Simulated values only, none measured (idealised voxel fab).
The following process module bears the name voxel wiring stack.
Cross-sectional view cut (width: 210 nm; square cell size: 5 nm).
Think of the cross-section as a grid of square cells. We describe it in bands, top to bottom, and each band covers one or more rows of those cells.
Per band: top height and bottom height in nm, followed by the left-to-right materials and their widths in nm; "everywhere" marks a single material spanning edge to edge, "air" marks empty space.
The level at which height equals 0 is the one under which the wafer, as it arrives, is entirely one material. No lower edge exists for the bottom band, which continues downward and is notated as in "0 -> down".
Top row gets the first number, bottom row gets the second, and each row in between changes by the same step: that is how a band width like "30->40" works.
Where a step carries "nothing was modified", the cross-section came out of it unchanged, cell for cell.
This entry, "Enclosed void listing", enumerates those empty regions of no fewer than 8 cells that possess no open connection to the top. Each region is reported in the form width x height at distance, the distance being taken from the left edge, with all three quantities expressed in nm.
Anything after a step's settings on that line? It's the simulator's own note about the step.
"overlay nm" denotes, for a step that has a mask, the displacement of the mask to the right of its planned place, with negative values corresponding to the left.
## Planned step list for the process
1,RECEIVE, material Si
2,CONFORMAL_DEP, material SiO2, thk nm 10
3,DIRECTIONAL_DEP, material TiN, thk nm 5
4,DIRECTIONAL_DEP, material W, thk nm 15
5,PATTERN, tone cover, mask id METAL_1, material resist, width nm 30, pitch nm 60, thk nm 15, overlay nm 0
6,DIRECTIONAL_ETCH, etch materials W, depth nm 15
7,DIRECTIONAL_ETCH, etch materials TiN, depth nm 5
8,STRIP, etch materials resist
9,FILL_DEP, material SiO2, thk nm 5
10,CMP, height nm 30
11,CONFORMAL_DEP, material SiCN, thk nm 5
12,DIRECTIONAL_DEP, material SiO2, thk nm 10
13,DIRECTIONAL_DEP, material aC, thk nm 10
14,PATTERN, tone open, mask id PLUG_1, material resist, width nm 15, pitch nm 60, thk nm 25, overlay nm 0
15,DIRECTIONAL_ETCH, etch materials aC, depth nm 10
16,STRIP, etch materials resist
17,DIRECTIONAL_ETCH, etch materials SiO2, depth nm 10
18,DIRECTIONAL_ETCH, etch materials SiCN, depth nm 5
19,STRIP, etch materials aC
20,EPI, material Ru, thk nm 10
21,EPI, material Ru, thk nm 5
22,CONFORMAL_DEP, material SiN, thk nm 5
23,DIRECTIONAL_DEP, material SiO2, thk nm 15
24,DIRECTIONAL_DEP, material aC, thk nm 15
25,PATTERN, tone open, mask id METAL_2, material resist, width nm 30, pitch nm 60, thk nm 30, overlay nm 0
26,DIRECTIONAL_ETCH, etch materials aC, depth nm 15
27,STRIP, etch materials resist
28,DIRECTIONAL_ETCH, etch materials SiO2, depth nm 15
29,DIRECTIONAL_ETCH, etch materials SiN, depth nm 5
30,STRIP, etch materials aC
31,CONFORMAL_DEP, material TiN, thk nm 5
32,FILL_DEP, material W, thk nm 10
33,CMP, height nm 65
34,CONFORMAL_DEP, material SiCN, thk nm 5
35,DIRECTIONAL_DEP, material lowk, thk nm 15
36,DIRECTIONAL_DEP, material aC, thk nm 10
37,PATTERN, tone open, mask id PLUG_2, material resist, width nm 15, pitch nm 60, thk nm 25, overlay nm 0
38,DIRECTIONAL_ETCH, etch materials aC, depth nm 10
39,STRIP, etch materials resist
40,DIRECTIONAL_ETCH, etch materials lowk, depth nm 15
41,DIRECTIONAL_ETCH, etch materials SiCN, depth nm 5
42,STRIP, etch materials aC
43,EPI, material Ru, thk nm 10
44,EPI, material Ru, thk nm 10
45,DIRECTIONAL_DEP, material TiN, thk nm 5
46,DIRECTIONAL_DEP, material Ru, thk nm 15
47,DIRECTIONAL_DEP, material aC, thk nm 10
48,PATTERN, tone cover, mask id METAL_3, material resist, width nm 30, pitch nm 60, thk nm 25, overlay nm 0
49,DIRECTIONAL_ETCH, etch materials aC, depth nm 10
50,STRIP, etch materials resist
51,DIRECTIONAL_ETCH, etch materials Ru, depth nm 15
52,DIRECTIONAL_ETCH, etch materials TiN, depth nm 5
53,STRIP, etch materials aC
54,FILL_DEP, material lowk, thk nm 5
55,CMP, height nm 105
56,CONFORMAL_DEP, material SiCN, thk nm 5
57,DIRECTIONAL_DEP, material SiO2, thk nm 20
58,MASKED_ETCH, tone open, mask id PLUG_3, width nm 15, pitch nm 120, etch materials SiO2, depth nm 20, overlay nm 0
59,MASKED_ETCH, tone open, mask id PLUG_3, width nm 15, pitch nm 120, etch materials SiCN, depth nm 5, overlay nm 0
60,CONFORMAL_DEP, material TiN, thk nm 5
61,FILL_DEP, material Cu, thk nm 5
62,CMP, height nm 130
63,DIRECTIONAL_DEP, material TiN, thk nm 5
64,DIRECTIONAL_DEP, material W, thk nm 15
65,PATTERN, tone cover, mask id METAL_4, material resist, width nm 30, pitch nm 60, thk nm 15, overlay nm 0
66,DIRECTIONAL_ETCH, etch materials W, depth nm 15
67,DIRECTIONAL_ETCH, etch materials TiN, depth nm 5
68,STRIP, etch materials resist
69,FILL_DEP, material lowk, thk nm 10
70,CMP, height nm 150
71,CONFORMAL_DEP, material SiCN, thk nm 5
## Wafer cross-section on receipt, i.e. after step 1
> 0 -> down  Si everywhere
> Enclosed void listing: none
## Cross-section: first of two wafers, module finished, run according to plan
> 155 -> 150  SiCN everywhere
> 150 -> 135  lowk 30, then W 30, then lowk 30, then W 30, then lowk 30, then W 30, then lowk 30
> 135 -> 130  lowk 30, then TiN 30, then lowk 30, then TiN 30, then lowk 30, then TiN 30, then lowk 30
> 130 -> 110  SiO2 30, then TiN 5, then Cu 5, then TiN 5, then SiO2 105, then TiN 5, then Cu 5, then TiN 5, then SiO2 45
> 110 -> 105  SiCN 30, then TiN 15, then SiCN 105, then TiN 15, then SiCN 45
> 105 -> 90  lowk 30, then Ru 30, then lowk 30, then Ru 30, then lowk 30, then Ru 30, then lowk 30
> 90 -> 85  lowk 30, then TiN 30, then lowk 30, then TiN 30, then lowk 30, then TiN 30, then lowk 30
> 85 -> 70  lowk 30, then Ru 15, then lowk 45, then Ru 15, then lowk 45, then Ru 15, then lowk 45
> 70 -> 65  SiCN 30, then Ru 15, then SiCN 45, then Ru 15, then SiCN 45, then Ru 15, then SiCN 45
> 65 -> 50  SiO2 30, then TiN 5, then W 20, then TiN 5, then SiO2 30, then TiN 5, then W 20, then TiN 5, then SiO2 30, then TiN 5, then W 20, then TiN 5, then SiO2 30
> 50 -> 45  SiN 30, then TiN 30, then SiN 30, then TiN 30, then SiN 30, then TiN 30, then SiN 30
> 45 -> 35  SiO2 30, then Ru 15, then SiO2 45, then Ru 15, then SiO2 45, then Ru 15, then SiO2 45
> 35 -> 30  SiCN 30, then Ru 15, then SiCN 45, then Ru 15, then SiCN 45, then Ru 15, then SiCN 45
> 30 -> 15  SiO2 30, then W 30, then SiO2 30, then W 30, then SiO2 30, then W 30, then SiO2 30
> 15 -> 10  SiO2 30, then TiN 30, then SiO2 30, then TiN 30, then SiO2 30, then TiN 30, then SiO2 30
> 10 -> 0  SiO2 everywhere
> 0 -> down  Si everywhere
> Enclosed void listing: none
## Here's the second of our two wafers sectioned at module end. Same start as the first, same plan, but one mistake got made running it
> 155 -> 150  SiCN everywhere
> 150 -> 135  lowk 30, then W 30, then lowk 30, then W 30, then lowk 30, then W 30, then lowk 30
> 135 -> 130  lowk 30, then TiN 30, then lowk 30, then TiN 30, then lowk 30, then TiN 30, then lowk 30
> 130 -> 110  SiO2 30, then TiN 5, then Cu 5, then TiN 5, then SiO2 105, then TiN 5, then Cu 5, then TiN 5, then SiO2 45
> 110 -> 105  SiCN 30, then TiN 15, then SiCN 105, then TiN 15, then SiCN 45
> 105 -> 90  lowk 30, then Ru 30, then lowk 30, then Ru 30, then lowk 30, then Ru 30, then lowk 30
> 90 -> 85  lowk 30, then TiN 30, then lowk 30, then TiN 30, then lowk 30, then TiN 30, then lowk 30
> 85 -> 70  lowk 30, then Ru 15, then lowk 45, then Ru 15, then lowk 45, then Ru 15, then lowk 45
> 70 -> 65  SiCN 30, then Ru 15, then SiCN 45, then Ru 15, then SiCN 45, then Ru 15, then SiCN 45
> 65 -> 50  SiO2 30, then TiN 5, then W 20, then TiN 5, then SiO2 30, then TiN 5, then W 20, then TiN 5, then SiO2 30, then TiN 5, then W 20, then TiN 5, then SiO2 30
> 50 -> 45  SiN 30, then TiN 30, then SiN 30, then TiN 30, then SiN 30, then TiN 30, then SiN 30
> 45 -> 35  SiO2 30, then Ru 15, then SiO2 45, then Ru 15, then SiO2 45, then Ru 15, then SiO2 45
> 35 -> 30  SiCN 30, then Ru 15, then SiCN 45, then Ru 15, then SiCN 45, then Ru 15, then SiCN 45
> 30 -> 15  SiO2 25, then W 30, then SiO2 30, then W 30, then SiO2 30, then W 30, then SiO2 35
> 15 -> 10  SiO2 25, then TiN 30, then SiO2 30, then TiN 30, then SiO2 30, then TiN 30, then SiO2 35
> 10 -> 0  SiO2 everywhere
> 0 -> down  Si everywhere
> Enclosed void listing: none
Deviation noted in wafer processing: step 5: run off-plan, actual operation and settings PATTERN, tone cover, mask id METAL_1, material resist, width nm 30, pitch nm 60, thk nm 15, overlay nm -5
Matching per-material cell counts, mismatched positions: that is how the second wafer compares with the first at the end.
